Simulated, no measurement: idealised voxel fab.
The name of this process module is voxel ribs on slabs.
Cross-section cut: width 145 nm, square cells of 5 nm.
Square cells in a grid make up a cross-section in this document, and the grid is given as bands, listed from the top down, each one or more rows of cells. What a band's entry tells you: where the top is and where the bottom is, as heights in nm, and after that what lies inside, material by material from left to right, each with its width in nm. Empty space is written as the word "empty", and a single material marked with the word "full width" occupies the band from edge to edge. Note: height 0 marks the level under which the wafer is uniformly one material as received. Lowest band unbounded below, written "0 down". A width given as "30 to 40" starts at the first number in the band's top row and ends at the second number in its bottom row, shifting by an equal amount at every step from row to row. Key: "everything unchanged" - step with no changed cell in the cross-section. The list in "Enclosed empty spaces" covers empty spaces of 8 cells or more that cannot reach the top through any open way, and it gives each as width x height at distance; the distance is from the left edge, and width, height and distance are in nm. Text after the settings on a step's line: the simulator's own remark on that step. Steps that use a mask can have "overlay nm" on their line. It says how far the mask sat to the right of where it was meant to be. Negative means to the left.
The steps planned for the process are as follows:
| 1 | op RECEIVE | material Si |
| 2 | op DIRECTIONAL_DEP | material SiO2 | thk nm 25 |
| 3 | op DIRECTIONAL_DEP | material polySi | thk nm 20 |
| 4 | op DIRECTIONAL_DEP | material aC | thk nm 10 |
| 5 | op PATTERN | tone cover | mask id RIB | material resist | width nm 20 | thk nm 25 | overlay nm 0 |
| 6 | op DIRECTIONAL_ETCH | etch materials aC | depth nm 10 |
| 7 | op STRIP | etch materials resist |
| 8 | op DIRECTIONAL_ETCH | etch materials polySi | depth nm 15 |
| 9 | op STRIP | etch materials aC |
| 10 | op DIRECTIONAL_DEP | material aC | thk nm 15 |
| 11 | op PATTERN | tone cover | mask id SLAB | material resist | width nm 60 | thk nm 30 | overlay nm 0 |
| 12 | op DIRECTIONAL_ETCH | etch materials aC | depth nm 15 |
| 13 | op STRIP | etch materials resist |
| 14 | op DIRECTIONAL_ETCH | etch materials polySi | depth nm 5 |
| 15 | op STRIP | etch materials aC |
| 16 | op FILL_DEP | material SiO2 | thk nm 20 |
| 17 | op CMP | height nm 55 |
| 18 | op DIRECTIONAL_DEP | material TiN | thk nm 10 |
| 19 | op PATTERN | tone cover | mask id HEATER | material resist | width nm 30 | thk nm 20 | overlay nm 0 |
| 20 | op DIRECTIONAL_ETCH | etch materials TiN | depth nm 10 |
| 21 | op STRIP | etch materials resist |
| 22 | op CONFORMAL_DEP | material SiO2 | thk nm 10 |
Delivered wafer in cross-section: state after step 1:
* 0 down | Si full width
* Enclosed empty spaces: none
Look at the cross-section after the module: the wafer started out the way shown above and the plan was the one shown above, yet one mistake was made along the way:
* 75 to 65 | empty: 45, then SiO2: 50, then empty: 50
* 65 to 55 | SiO2: 55, then TiN: 30, then SiO2: 60
* 55 to 45 | SiO2 full width
* 45 to 25 | TiN full width
* 25 to 0 | SiO2 full width
* 0 down | Si full width
* Enclosed empty spaces: none
Where did the run depart from the plan? step 3 ran with different settings than intended, the actual operation and settings being op DIRECTIONAL_DEP | material TiN | thk nm 20
